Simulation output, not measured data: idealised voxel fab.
Herein follows the process module entitled voxel gate over fins.
Cross-section cut: width 220 nm, square cells of 5 nm.
Reading order for cross-sections: top band down to bottom band. Underlying form: a grid of square cells. Band size: one or more rows of cells. In this notation a band is specified by the heights of its top and bottom, in that order and in nm, after which its materials appear from left to right, each paired with its width in nm. The word "edge to edge" attached to a single material means that material fills the band from edge to edge; the word "air" stands for empty space. Ref level 0: as-received wafer is one material below here. Bottom band extends down with no lower bound ("from 0 down"). The width entry "30..40" should be interpreted row by row: the top row of cells in the band takes the first number, the bottom row takes the second number, and the change between adjacent rows is uniform throughout. No cell of the cross-section changed in a step that is given as "remained the same". Closed empty spaces (no open way to the top) of 8 cells or more are what "Catalogued sealed voids" lists, each as width x height at distance from the left edge, nm for all three. Read whatever lies past the settings on a step's line as the simulator's own remark about the step. For masked steps, "overlay nm" on the step line gives how far right of plan the mask actually lay; a minus sign means it lay to the left. Before/after cross-section pairs, one process step each; after shown to lowest changed band; step and settings beneath. Pairs may be from different runs of this module on the same starting wafer; a pair continues from the one above only where its "Pre-step view" entry says so.

PRE-STEP VIEW
* from 5 to 0 | 50 air | 15 SiN | 35 air | 15 SiN | 35 air | 15 SiN | 55 air
* from 0 to -40 | 50 air | 15 Si | 35 air | 15 Si | 35 air | 15 Si | 55 air
* from -40 down | Si edge to edge
* Catalogued sealed voids: none

CROSS-SECTION AFTER STEP
* from 10 to 5 | TiAl edge to edge
* from 5 to 0 | 50 TiAl | 15 SiN | 35 TiAl | 15 SiN | 35 TiAl | 15 SiN | 55 TiAl
* from 0 to -40 | 50 TiAl | 15 Si | 35 TiAl | 15 Si | 35 TiAl | 15 Si | 55 TiAl
* Below -40, the layers are the same as they were.
* Catalogued sealed voids: none
Going from the before section above to the after section, the step was op FILL_DEP | material TiAl | thk nm 5

Pre-step view: after-step cross-section of the pair just above applies.

CROSS-SECTION AFTER STEP
* from 5 to 0 | 50 TiAl | 15 SiN | 35 TiAl | 15 SiN | 35 TiAl | 15 SiN | 55 TiAl
* Below 0, the layers are the same as they were.
* Catalogued sealed voids: none
Going from the before section above to the after section, the step was op CMP | height nm 5

Pre-step view: after-step cross-section of the pair just above applies.

CROSS-SECTION AFTER STEP
* from 20 to 5 | 75 resist | 15 air | 130 resist
* Below 5, the layers are the same as they were.
* Catalogued sealed voids: none
Going from the before section above to the after section, the step was op PATTERN | tone open | mask id RAIL | material resist | width nm 15 | thk nm 15 | overlay nm 0

Pre-step view: after-step cross-section of the pair just above applies.

CROSS-SECTION AFTER STEP
* from 5 to 0 | 50 TiAl | 15 SiN | 35 TiAl | 15 SiN | 35 TiAl | 15 SiN | 55 TiAl
* Below 0, the layers are the same as they were.
* Catalogued sealed voids: none
Going from the before section above to the after section, the step was op STRIP | etch materials resist

Pre-step view: after-step cross-section of the pair just above applies.

CROSS-SECTION AFTER STEP
* from 10 to 5 | TiN edge to edge
* Below 5, the layers are the same as they were.
* Catalogued sealed voids: none
Going from the before section above to the after section, the step was op CONFORMAL_DEP | material TiN | thk nm 5

Pre-step view: after-step cross-section of the pair just above applies.

CROSS-SECTION AFTER STEP
* from 20 to 10 | Ru edge to edge
* Below 10, the layers are the same as they were.
* Catalogued sealed voids: none
Going from the before section above to the after section, the step was op FILL_DEP | material Ru | thk nm 10

Pre-step view: after-step cross-section of the pair just above applies.

CROSS-SECTION AFTER STEP
* from 5 to 0 | 50 TiAl | 15 SiN | 35 TiAl | 15 SiN | 35 TiAl | 15 SiN | 55 TiAl
* Below 0, the layers are the same as they were.
* Catalogued sealed voids: none
Going from the before section above to the after section, the step was op CMP | height nm 5

Pre-step view: after-step cross-section of the pair just above applies.

CROSS-SECTION AFTER STEP
* from 10 to 5 | SiO2 edge to edge
* Below 5, the layers are the same as they were.
* Catalogued sealed voids: none
Going from the before section above to the after section, the step was op FILL_DEP | material SiO2 | thk nm 5

Pre-step view: after-step cross-section of the pair just above applies.

CROSS-SECTION AFTER STEP
* from 5 to 0 | 50 TiAl | 15 SiN | 35 TiAl | 15 SiN | 35 TiAl | 15 SiN | 55 TiAl
* Below 0, the layers are the same as they were.
* Catalogued sealed voids: none
Going from the before section above to the after section, the step was op CMP | height nm 5

Pre-step view: after-step cross-section of the pair just above applies.

CROSS-SECTION AFTER STEP
* from 5 to 0 | 50 TiAl | 15 air | 35 TiAl | 15 air | 35 TiAl | 15 air | 55 TiAl
* Below 0, the layers are the same as they were.
* Catalogued sealed voids: none
Going from the before section above to the after section, the step was op STRIP | etch materials SiN

Pre-step view: after-step cross-section of the pair just above applies.

CROSS-SECTION AFTER STEP
* from 10 to 5 | 55 HfO2 | 5 air | 45 HfO2 | 5 air | 45 HfO2 | 5 air | 60 HfO2
* from 5 to 0 | 50 TiAl | 15 HfO2 | 35 TiAl | 15 HfO2 | 35 TiAl | 15 HfO2 | 55 TiAl
* Below 0, the layers are the same as they were.
* Catalogued sealed voids: none
Going from the before section above to the after section, the step was op CONFORMAL_DEP | material HfO2 | thk nm 5

Pre-step view: after-step cross-section of the pair just above applies.

CROSS-SECTION AFTER STEP
* from 15 to 10 | TiN edge to edge
* from 10 to 5 | 55 HfO2 | 5 TiN | 45 HfO2 | 5 TiN | 45 HfO2 | 5 TiN | 60 HfO2
* Below 5, the layers are the same as they were.
* Catalogued sealed voids: none
Going from the before section above to the after section, the step was op CONFORMAL_DEP | material TiN | thk nm 5

Pre-step view: after-step cross-section of the pair just above applies.

CROSS-SECTION AFTER STEP
* from 20 to 15 | TiAl edge to edge
* Below 15, the layers are the same as they were.
* Catalogued sealed voids: none
Going from the before section above to the after section, the step was op CONFORMAL_DEP | material TiAl | thk nm 5

Pre-step view: after-step cross-section of the pair just above applies.

CROSS-SECTION AFTER STEP
* from 25 to 20 | TiN edge to edge
* Below 20, the layers are the same as they were.
* Catalogued sealed voids: none
Going from the before section above to the after section, the step was op CONFORMAL_DEP | material TiN | thk nm 5

Pre-step view: after-step cross-section of the pair just above applies.

CROSS-SECTION AFTER STEP
* from 40 to 25 | W edge to edge
* Below 25, the layers are the same as they were.
* Catalogued sealed voids: none
Going from the before section above to the after section, the step was op FILL_DEP | material W | thk nm 15

Pre-step view: after-step cross-section of the pair just above applies.

CROSS-SECTION AFTER STEP
* from 30 to 25 | W edge to edge
* Below 25, the layers are the same as they were.
* Catalogued sealed voids: none
Going from the before section above to the after section, the step was op CMP | height nm 30

Pre-step view: after-step cross-section of the pair just above applies.

CROSS-SECTION AFTER STEP
* from 35 to 30 | SiN edge to edge
* Below 30, the layers are the same as they were.
* Catalogued sealed voids: none
Going from the before section above to the after section, the step was op CONFORMAL_DEP | material SiN | thk nm 5

PRE-STEP VIEW
* from 5 to 0 | 50 SiO2 | 15 SiN | 35 SiO2 | 15 SiN | 35 SiO2 | 15 SiN | 55 SiO2
* from 0 to -40 | 50 SiO2 | 15 Si | 35 SiO2 | 15 Si | 35 SiO2 | 15 Si | 55 SiO2
* from -40 down | Si edge to edge
* Catalogued sealed voids: none

CROSS-SECTION AFTER STEP
* from 20 to 5 | 75 air | 15 resist | 130 air
* Below 5, the layers are the same as they were.
* Catalogued sealed voids: none
Going from the before section above to the after section, the step was op PATTERN | tone cover | mask id RAIL | material resist | width nm 15 | thk nm 15 | overlay nm 0

Pre-step view: after-step cross-section of the pair just above applies.

CROSS-SECTION AFTER STEP
* from 20 to 5 | 75 air | 15 resist | 130 air
* from 5 to 0 | 50 air | 15 SiN | 10 air | 15 SiO2 | 10 air | 15 SiN | 35 air | 15 SiN | 55 air
* from 0 to -35 | 50 air | 15 Si | 10 air | 15 SiO2 | 10 air | 15 Si | 35 air | 15 Si | 55 air
* Below -35, the layers are the same as they were.
* Catalogued sealed voids: none
Going from the before section above to the after section, the step was op DIRECTIONAL_ETCH | etch materials SiO2 | depth nm 40

Pre-step view: after-step cross-section of the pair just above applies.

CROSS-SECTION AFTER STEP
* from 5 to 0 | 50 air | 15 SiN | 10 air | 15 SiO2 | 10 air | 15 SiN | 35 air | 15 SiN | 55 air
* Below 0, the layers are the same as they were.
* Catalogued sealed voids: none
Going from the before section above to the after section, the step was op STRIP | etch materials resist

Pre-step view: after-step cross-section of the pair just above applies.

CROSS-SECTION AFTER STEP
* from 10 to 5 | 45 air | 75 TiN | 25 air | 25 TiN | 50 air
* from 5 to 0 | 45 air | 5 TiN | 15 SiN | 10 TiN | 15 SiO2 | 10 TiN | 15 SiN | 5 TiN | 25 air | 5 TiN | 15 SiN | 5 TiN | 50 air
* from 0 to -30 | 45 air | 5 TiN | 15 Si | 10 TiN | 15 SiO2 | 10 TiN | 15 Si | 5 TiN | 25 air | 5 TiN | 15 Si | 5 TiN | 50 air
* from -30 to -35 | 50 TiN | 15 Si | 10 TiN | 15 SiO2 | 10 TiN | 15 Si | 35 TiN | 15 Si | 55 TiN
* Below -35, the layers are the same as they were.
* Catalogued sealed voids: none
Going from the before section above to the after section, the step was op CONFORMAL_DEP | material TiN | thk nm 5

Pre-step view: after-step cross-section of the pair just above applies.

CROSS-SECTION AFTER STEP
* from 20 to 10 | Ru edge to edge
* from 10 to 5 | 45 Ru | 75 TiN | 25 Ru | 25 TiN | 50 Ru
* from 5 to 0 | 45 Ru | 5 TiN | 15 SiN | 10 TiN | 15 SiO2 | 10 TiN | 15 SiN | 5 TiN | 25 Ru | 5 TiN | 15 SiN | 5 TiN | 50 Ru
* from 0 to -30 | 45 Ru | 5 TiN | 15 Si | 10 TiN | 15 SiO2 | 10 TiN | 15 Si | 5 TiN | 25 Ru | 5 TiN | 15 Si | 5 TiN | 50 Ru
* Below -30, the layers are the same as they were.
* Catalogued sealed voids: none
Going from the before section above to the after section, the step was op FILL_DEP | material Ru | thk nm 10

Pre-step view: after-step cross-section of the pair just above applies.

CROSS-SECTION AFTER STEP
* from 5 to 0 | 45 Ru | 5 TiN | 15 SiN | 10 TiN | 15 SiO2 | 10 TiN | 15 SiN | 5 TiN | 25 Ru | 5 TiN | 15 SiN | 5 TiN | 50 Ru
* Below 0, the layers are the same as they were.
* Catalogued sealed voids: none
Going from the before section above to the after section, the step was op CMP | height nm 5

Pre-step view: after-step cross-section of the pair just above applies.

CROSS-SECTION AFTER STEP
* from 5 to 0 | 50 air | 15 SiN | 10 air | 15 SiO2 | 10 air | 15 SiN | 35 air | 15 SiN | 55 air
* from 0 to -25 | 50 air | 15 Si | 10 air | 15 SiO2 | 10 air | 15 Si | 35 air | 15 Si | 55 air
* Below -25, the layers are the same as they were.
* Catalogued sealed voids: none
Going from the before section above to the after section, the step was op SELECTIVE_ETCH | etch materials W Ru TiN | depth nm 30

Pre-step view: after-step cross-section of the pair just above applies.

CROSS-SECTION AFTER STEP
* from 10 to 5 | SiO2 edge to edge
* from 5 to 0 | 50 SiO2 | 15 SiN | 35 SiO2 | 15 SiN | 35 SiO2 | 15 SiN | 55 SiO2
* from 0 to -25 | 50 SiO2 | 15 Si | 35 SiO2 | 15 Si | 35 SiO2 | 15 Si | 55 SiO2
* Below -25, the layers are the same as they were.
* Catalogued sealed voids: none
Going from the before section above to the after section, the step was op FILL_DEP | material SiO2 | thk nm 5

Pre-step view: after-step cross-section of the pair just above applies.

CROSS-SECTION AFTER STEP
* from 5 to 0 | 50 SiO2 | 15 SiN | 35 SiO2 | 15 SiN | 35 SiO2 | 15 SiN | 55 SiO2
* Below 0, the layers are the same as they were.
* Catalogued sealed voids: none
Going from the before section above to the after section, the step was op CMP | height nm 5

Pre-step view: after-step cross-section of the pair just above applies.

CROSS-SECTION AFTER STEP
* from 5 to 0 | 50 air | 15 SiN | 35 air | 15 SiN | 35 air | 15 SiN | 55 air
* from 0 to -15 | 50 air | 15 Si | 35 air | 15 Si | 35 air | 15 Si | 55 air
* Below -15, the layers are the same as they were.
* Catalogued sealed voids: none
Going from the before section above to the after section, the step was op SELECTIVE_ETCH | etch materials SiO2 | depth nm 20

Pre-step view: after-step cross-section of the pair just above applies.

CROSS-SECTION AFTER STEP
* from 0 to -15 | 50 air | 15 Si | 35 air | 15 Si | 35 air | 15 Si | 55 air
* Below -15, the layers are the same as they were.
* Catalogued sealed voids: none
Going from the before section above to the after section, the step was op STRIP | etch materials SiN

Pre-step view: after-step cross-section of the pair just above applies.

CROSS-SECTION AFTER STEP
* from 5 to 0 | 45 air | 25 HfO2 | 25 air | 25 HfO2 | 25 air | 25 HfO2 | 50 air
* from 0 to -10 | 45 air | 5 HfO2 | 15 Si | 5 HfO2 | 25 air | 5 HfO2 | 15 Si | 5 HfO2 | 25 air | 5 HfO2 | 15 Si | 5 HfO2 | 50 air
* from -10 to -15 | 50 HfO2 | 15 Si | 35 HfO2 | 15 Si | 35 HfO2 | 15 Si | 55 HfO2
* Below -15, the layers are the same as they were.
* Catalogued sealed voids: none
Going from the before section above to the after section, the step was op CONFORMAL_DEP | material HfO2 | thk nm 5

Pre-step view: after-step cross-section of the pair just above applies.

CROSS-SECTION AFTER STEP
* from 10 to 5 | 40 air | 35 TiN | 15 air | 35 TiN | 15 air | 35 TiN | 45 air
* from 5 to 0 | 40 air | 5 TiN | 25 HfO2 | 5 TiN | 15 air | 5 TiN | 25 HfO2 | 5 TiN | 15 air | 5 TiN | 25 HfO2 | 5 TiN | 45 air
* from 0 to -5 | 40 air | 5 TiN | 5 HfO2 | 15 Si | 5 HfO2 | 5 TiN | 15 air | 5 TiN | 5 HfO2 | 15 Si | 5 HfO2 | 5 TiN | 15 air | 5 TiN | 5 HfO2 | 15 Si | 5 HfO2 | 5 TiN | 45 air
* from -5 to -10 | 45 TiN | 5 HfO2 | 15 Si | 5 HfO2 | 25 TiN | 5 HfO2 | 15 Si | 5 HfO2 | 25 TiN | 5 HfO2 | 15 Si | 5 HfO2 | 50 TiN
* Below -10, the layers are the same as they were.
* Catalogued sealed voids: none
Going from the before section above to the after section, the step was op CONFORMAL_DEP | material TiN | thk nm 5

Pre-step view: after-step cross-section of the pair just above applies.

CROSS-SECTION AFTER STEP
* from 15 to 10 | 35 air | 45 TiAl | 5 air | 45 TiAl | 5 air | 45 TiAl | 40 air
* from 10 to 5 | 35 air | 5 TiAl | 35 TiN | 5 TiAl | 5 air | 5 TiAl | 35 TiN | 5 TiAl | 5 air | 5 TiAl | 35 TiN | 5 TiAl | 40 air
* from 5 to 0 | 35 air | 5 TiAl | 5 TiN | 25 HfO2 | 5 TiN | 5 TiAl | 5 air | 5 TiAl | 5 TiN | 25 HfO2 | 5 TiN | 5 TiAl | 5 air | 5 TiAl | 5 TiN | 25 HfO2 | 5 TiN | 5 TiAl | 40 air
* from 0 to -5 | 40 TiAl | 5 TiN | 5 HfO2 | 15 Si | 5 HfO2 | 5 TiN | 15 TiAl | 5 TiN | 5 HfO2 | 15 Si | 5 HfO2 | 5 TiN | 15 TiAl | 5 TiN | 5 HfO2 | 15 Si | 5 HfO2 | 5 TiN | 45 TiAl
* Below -5, the layers are the same as they were.
* Catalogued sealed voids: none
Going from the before section above to the after section, the step was op CONFORMAL_DEP | material TiAl | thk nm 5

Pre-step view: after-step cross-section of the pair just above applies.

CROSS-SECTION AFTER STEP
* from 20 to 15 | 30 air | 155 TiN | 35 air
* from 15 to 10 | 30 air | 5 TiN | 45 TiAl | 5 TiN | 45 TiAl | 5 TiN | 45 TiAl | 5 TiN | 35 air
* from 10 to 5 | 30 air | 5 TiN | 5 TiAl | 35 TiN | 5 TiAl | 5 TiN | 5 TiAl | 35 TiN | 5 TiAl | 5 TiN | 5 TiAl | 35 TiN | 5 TiAl | 5 TiN | 35 air
* from 5 to 0 | 35 TiN | 5 TiAl | 5 TiN | 25 HfO2 | 5 TiN | 5 TiAl | 5 TiN | 5 TiAl | 5 TiN | 25 HfO2 | 5 TiN | 5 TiAl | 5 TiN | 5 TiAl | 5 TiN | 25 HfO2 | 5 TiN | 5 TiAl | 40 TiN
* Below 0, the layers are the same as they were.
* Catalogued sealed voids: none
Going from the before section above to the after section, the step was op CONFORMAL_DEP | material TiN | thk nm 5

Pre-step view: after-step cross-section of the pair just above applies.

CROSS-SECTION AFTER STEP
* from 35 to 20 | W edge to edge
* from 20 to 15 | 30 W | 155 TiN | 35 W
* from 15 to 10 | 30 W | 5 TiN | 45 TiAl | 5 TiN | 45 TiAl | 5 TiN | 45 TiAl | 5 TiN | 35 W
* from 10 to 5 | 30 W | 5 TiN | 5 TiAl | 35 TiN | 5 TiAl | 5 TiN | 5 TiAl | 35 TiN | 5 TiAl | 5 TiN | 5 TiAl | 35 TiN | 5 TiAl | 5 TiN | 35 W
* Below 5, the layers are the same as they were.
* Catalogued sealed voids: none
Going from the before section above to the after section, the step was op FILL_DEP | material W | thk nm 15

Pre-step view: after-step cross-section of the pair just above applies.

CROSS-SECTION AFTER STEP
* from 30 to 20 | W edge to edge
* Below 20, the layers are the same as they were.
* Catalogued sealed voids: none
Going from the before section above to the after section, the step was op CMP | height nm 30

Pre-step view: after-step cross-section of the pair just above applies.

CROSS-SECTION AFTER STEP
* from 35 to 30 | SiN edge to edge
* Below 30, the layers are the same as they were.
* Catalogued sealed voids: none
Going from the before section above to the after section, the step was op CONFORMAL_DEP | material SiN | thk nm 5
